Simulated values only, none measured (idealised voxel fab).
The process module presented herein is designated voxel tone inversion.
Displayed cross-section: cut, width of 225 nm, square cells sized 5 nm.
If you're reading a cross-section in this doc, picture square cells in a grid; it comes to you as bands, top ones listed first down to the bottom, and a band can be one or more rows of cells.
Band entry format. Leading values: height of top, height of bottom, nm. Remainder: materials in left-to-right order, each with its width in nm. Special words: "full width" on a single material, which then fills the band edge to edge; "blank", empty space.
Below 0: as-received wafer, all one material; heights counted from there. Lowest band: no bottom, goes on down, written "from 0 down".
The expression "30 to 40" gives the width at the extremes of the band, the first number at its top row of cells and the second at its bottom row, with the width changing by equal amounts from each row to the next in between.
What does "same as before" mean for a step? It means no cell of the cross-section changed in that step.
The entry titled "Enclosed cavity list" provides the empty spaces that have no open way to the top, restricted to those of 8 cells or more. Each is presented as width x height at distance, the distance being measured from the left edge, with all three in nm.
Where a step's line continues beyond its settings, the continuation is a remark by the simulator itself on that step.
The "overlay nm" setting may appear on a step's line; for a step that uses a mask, it gives how far to the right of its planned position the mask lay, and a negative value indicates the left.

SET OUT BELOW ARE THE PLANNED STEPS OF THE PROCESS
step 1: RECEIVE, material Si
step 2: CONFORMAL_DEP, material SiCN, thk nm 5
step 3: DIRECTIONAL_DEP, material polySi, thk nm 25
step 4: PATTERN, tone cover, mask id POSTS, material resist, width nm 25, pitch nm 50, thk nm 35, overlay nm 0
step 5: DIRECTIONAL_ETCH, etch materials polySi, depth nm 25
step 6: STRIP, etch materials resist
step 7: FILL_DEP, material lowk, thk nm 5
step 8: CMP, height nm 20
step 9: STRIP, etch materials polySi
Split variable: height nm, step 8. Plan value = first wafer. Wafers start alike.

CROSS-SECTION OF THE FIRST INCOMING WAFER OF SEVERAL, STATE AFTER STEP 1
	from 0 down  Si full width
	Enclosed cavity list: none

THE FIGURE BELOW PRESENTS A CROSS-SECTION OF THE FIRST OF SEVERAL WAFERS AT THE CONCLUSION OF THE MODULE, FOLLOWING ITS LAST STEP, STEP 9
	from 20 to 5  lowk: 75 / blank: 25 / lowk: 25 / blank: 25 / lowk: 75
	from 5 to 0  SiCN full width
	from 0 down  Si full width
	Enclosed cavity list: none

AT THE END OF THE MODULE, THE LAST OF SEVERAL WAFERS IN CROSS-SECTION
	from 35 to 30  lowk full width
	from 30 to 5  lowk: 75 / polySi: 25 / lowk: 25 / polySi: 25 / lowk: 75
	from 5 to 0  SiCN full width
	from 0 down  Si full width
	Enclosed cavity list: none

HEADS UP, THIS TABLE GOES WAFER BY WAFER. A ROW TELLS YOU, AT THE END OF THE MODULE, HOW MANY CELLS OF EACH MATERIAL THAT WAFER HAS PUT ON (+) OR DROPPED (-) SINCE IT WAS RECEIVED, AND THEN ITS CLOSED VOIDS
height nm 20; +45 SiCN; +105 lowk; Enclosed cavity list: none
height nm 25; +45 SiCN; +140 lowk; Enclosed cavity list: none
height nm 30; +45 SiCN; +175 lowk; Enclosed cavity list: none
height nm 35; +45 SiCN; +220 lowk; +50 polySi; Enclosed cavity list: none
